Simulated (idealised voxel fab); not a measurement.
The process module presented herein is designated voxel capacitor over wiring.
In the cross-section labelled cut, the width is 155 nm and each square cell is 5 nm.
In what follows, cross-sections appear as grids of square cells, described through bands that run from the top down, where every band is one or more rows of cells. Heights first: top, then bottom, in nm. Then materials, left to right, each with a width in nm. "everywhere" on a single material: fills the band edge to edge. "blank": empty space. The level at which height equals 0 is the one under which the wafer, as it arrives, is entirely one material. No lower edge exists for the bottom band, which continues downward and is notated as in "top 0, no bottom". Quick explanation for "30..40": the width changes in equal steps down the rows of cells, from the first number in the band's top row to the second number in its bottom row. "remains unaltered", as given for a step, is the statement that not any cell of the cross-section underwent a change during that step. Heads up: "Enclosed void list" only lists the empty pockets with no open path to the top that are 8 cells or more, and it writes them as width x height at distance, distance from the left edge, in nm. On each step's line, the part that comes after the settings is the simulator's own comment on the step. overlay nm: step with mask; distance mask lay right of planned place; negative value = left of planned place.

Planned step list for the process:
- 1: RECEIVE [material Si]
- 2: CONFORMAL_DEP [material SiO2] [thk nm 10]
- 3: CONFORMAL_DEP [material SiN] [thk nm 5]
- 4: DIRECTIONAL_DEP [material SiO2] [thk nm 25]
- 5: DIRECTIONAL_DEP [material aC] [thk nm 15]
- 6: PATTERN [tone open] [mask id METAL_1] [material resist] [width nm 20] [pitch nm 85] [thk nm 30] [overlay nm 0]
- 7: DIRECTIONAL_ETCH [etch materials aC] [depth nm 15]
- 8: STRIP [etch materials resist]
- 9: DIRECTIONAL_ETCH [etch materials SiO2] [depth nm 25]
- 10: DIRECTIONAL_ETCH [etch materials SiN] [depth nm 5]
- 11: STRIP [etch materials aC]
- 12: CONFORMAL_DEP [material TiN] [thk nm 5]
- 13: FILL_DEP [material Cu] [thk nm 5]
- 14: CMP [height nm 40]
- 15: CONFORMAL_DEP [material SiCN] [thk nm 5]
- 16: DIRECTIONAL_DEP [material SiO2] [thk nm 15]
- 17: DIRECTIONAL_DEP [material aC] [thk nm 15]
- 18: PATTERN [tone open] [mask id PLUG_1] [material resist] [width nm 15] [thk nm 30] [overlay nm 0]
- 19: DIRECTIONAL_ETCH [etch materials aC] [depth nm 15]
- 20: STRIP [etch materials resist]
- 21: DIRECTIONAL_ETCH [etch materials SiO2] [depth nm 15]
- 22: DIRECTIONAL_ETCH [etch materials SiCN] [depth nm 5]
- 23: STRIP [etch materials aC]
- 24: EPI [material Ru] [thk nm 10]
- 25: EPI [material Ru] [thk nm 10]
- 26: DIRECTIONAL_DEP [material TiN] [thk nm 10]
- 27: DIRECTIONAL_DEP [material SiN] [thk nm 5]
- 28: DIRECTIONAL_DEP [material TiN] [thk nm 5]
- 29: PATTERN [tone cover] [mask id UPPER_PLATE] [material resist] [width nm 70] [thk nm 15] [overlay nm 0]
- 30: DIRECTIONAL_ETCH [etch materials TiN] [depth nm 5]
- 31: DIRECTIONAL_ETCH [etch materials SiN] [depth nm 5]
- 32: STRIP [etch materials resist]
- 33: MASKED_ETCH [tone cover] [mask id LOWER_PLATE] [width nm 80] [etch materials TiN] [depth nm 10] [overlay nm 0]
- 34: FILL_DEP [material SiO2] [thk nm 15]
- 35: CMP [height nm 90]
- 36: MASKED_ETCH [tone open] [mask id PLUG_2] [width nm 15] [etch materials SiO2] [depth nm 10] [overlay nm 0]
- 37: CONFORMAL_DEP [material TiN] [thk nm 5]
- 38: FILL_DEP [material Ru] [thk nm 10]
- 39: CMP [height nm 90]
- 40: CONFORMAL_DEP [material SiCN] [thk nm 5]

As received, after step 1:
> top 0, no bottom = Si everywhere
> Enclosed void list: none

First wafer at the end, as planned:
> top 95, bottom 90 = SiCN everywhere
> top 90, bottom 85 = SiO2 40 nm  TiN 5 nm  Ru 5 nm  TiN 5 nm  SiO2 100 nm
> top 85, bottom 75 = SiO2 40..30 nm  TiN 15..70 nm  SiO2 100..55 nm
> top 75, bottom 70 = SiO2 30 nm  SiN 70 nm  SiO2 55 nm
> top 70, bottom 60 = SiO2 25 nm  TiN 80 nm  SiO2 50 nm
> top 60, bottom 45 = SiO2 30 nm  Ru 15 nm  SiO2 110 nm
> top 45, bottom 40 = SiCN 30 nm  Ru 15 nm  SiCN 110 nm
> top 40, bottom 15 = SiO2 25 nm  TiN 5 nm  Cu 10 nm  TiN 5 nm  SiO2 65 nm  TiN 5 nm  Cu 10 nm  TiN 5 nm  SiO2 25 nm
> top 15, bottom 10 = SiN 25 nm  TiN 20 nm  SiN 65 nm  TiN 20 nm  SiN 25 nm
> top 10, bottom 0 = SiO2 everywhere
> top 0, no bottom = Si everywhere
> Enclosed void list: none

The second wafer, shown in cross-section after the module: started the same way as the first and given the same plan, yet one mistake crept into how it was run:
> top 95, bottom 90 = SiCN everywhere
> top 90, bottom 85 = SiO2 40 nm  TiN 5 nm  Ru 5 nm  TiN 5 nm  SiO2 100 nm
> top 85, bottom 75 = SiO2 40..30 nm  TiN 15..70 nm  SiO2 100..55 nm
> top 75, bottom 70 = SiO2 30 nm  SiN 70 nm  SiO2 55 nm
> top 70, bottom 60 = SiO2 25 nm  TiN 80 nm  SiO2 50 nm
> top 60, bottom 45 = SiO2 30 nm  Ru 15 nm  SiO2 110 nm
> top 45, bottom 40 = SiCN 30 nm  Ru 15 nm  SiCN 110 nm
> top 40, bottom 15 = SiO2 25 nm  TiN 5 nm  SiCN 10 nm  TiN 5 nm  SiO2 65 nm  TiN 5 nm  SiCN 10 nm  TiN 5 nm  SiO2 25 nm
> top 15, bottom 10 = SiN 25 nm  TiN 20 nm  SiN 65 nm  TiN 20 nm  SiN 25 nm
> top 10, bottom 0 = SiO2 everywhere
> top 0, no bottom = Si everywhere
> Enclosed void list: none
Run error: step 13, actual vs plan mismatch, actual run FILL_DEP [material SiCN] [thk nm 5]
Final difference in cells, second wafer against first, listed per material as more or fewer: 20 fewer of Cu | 20 more of SiCN
